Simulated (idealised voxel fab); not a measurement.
process module | voxel air gaps
cross-section cut | 265 nm wide | cells 5 nm
A cross-section is a grid of square cells, given in bands from the top down. A band is one or more rows of cells.
Each band's line starts with the height of the band's top and of its bottom, in nm. Then come its materials from left to right, each with its width in nm. One material with "throughout" fills the band from edge to edge. "air" is empty space.
Height 0 is the level under which the wafer as received is all one material. The lowest band goes on downwards, as in "0 down".
A width such as "30 to 40" changes by the same amount from each row of cells to the next, from the band's top row to its bottom row.
"no change" after a step means that no cell of the cross-section changed.
closed voids: empty space of 8 cells or more with no open way to the top, each as width x height at its distance from the left edge, in nm
after a step's settings: what the simulator itself notes on the step
overlay nm, on a step with a mask: how far to the right of its planned place the mask lay; to the left if negative
plan
1 op RECEIVE | material Si
2 op CONFORMAL_DEP | material SiO2 | thk nm 15
3 op CONFORMAL_DEP | material SiN | thk nm 5
4 op DIRECTIONAL_DEP | material SiO2 | thk nm 40
5 op DIRECTIONAL_DEP | material aC | thk nm 15
6 op PATTERN | tone open | mask id LINES | material resist | width nm 15 | pitch nm 40 | thk nm 35 | overlay nm 0
7 op DIRECTIONAL_ETCH | etch materials aC | depth nm 15
8 op STRIP | etch materials resist
9 op DIRECTIONAL_ETCH | etch materials SiO2 | depth nm 40
10 op STRIP | etch materials aC
11 op CONFORMAL_DEP | material TiN | thk nm 5
12 op FILL_DEP | material W | thk nm 10
13 op CMP | height nm 60
14 op EPI | material Ru | thk nm 10
15 op SELECTIVE_ETCH | etch materials SiO2 | depth nm 50
16 op CONFORMAL_DEP | material SiN | thk nm 5
as received, after step 1
  0 down: Si throughout
  closed voids: none
first wafer at the end, as planned
  75 to 70: air 70 | SiN 125 | air 70
  70 to 60: air 70 | SiN 5 | Ru 35 | SiN 5 | Ru 35 | SiN 5 | Ru 35 | SiN 5 | air 70
  60 to 55: air 70 | SiN 15 | TiN 5 | W 5 | TiN 5 | SiN 25 | TiN 5 | W 5 | TiN 5 | SiN 25 | TiN 5 | W 5 | TiN 5 | SiN 15 | air 70
  55 to 25: air 80 | SiN 5 | TiN 5 | W 5 | TiN 5 | SiN 5 | air 15 | SiN 5 | TiN 5 | W 5 | TiN 5 | SiN 5 | air 15 | SiN 5 | TiN 5 | W 5 | TiN 5 | SiN 5 | air 80
  25 to 20: SiN 85 | TiN 15 | SiN 25 | TiN 15 | SiN 25 | TiN 15 | SiN 85
  20 to 15: SiN throughout
  15 to 0: SiO2 throughout
  0 down: Si throughout
  closed voids: 15 x 30 at 105; 15 x 30 at 145
second wafer at the end: like start, like plan, one mistake
  75 to 70: SiN throughout
  70 to 60: Ru throughout
  60 to 25: W 80 | TiN 5 | SiO2 15 | TiN 5 | W 15 | TiN 5 | SiO2 15 | TiN 5 | W 15 | TiN 5 | SiO2 15 | TiN 5 | W 80
  25 to 20: TiN 85 | SiO2 15 | TiN 25 | SiO2 15 | TiN 25 | SiO2 15 | TiN 85
  20 to 15: SiN throughout
  15 to 0: SiO2 throughout
  0 down: Si throughout
  closed voids: none
what went wrong: step 6 ran as: op PATTERN | tone cover | mask id LINES | material resist | width nm 15 | pitch nm 40 | thk nm 35 | overlay nm 0
at the end the second wafer has, in cells: 64 more of Ru | 76 fewer of SiN | 72 more of SiO2 | 35 more of TiN | 245 more of W
closed voids at the end (first wafer, second wafer): 2, 0
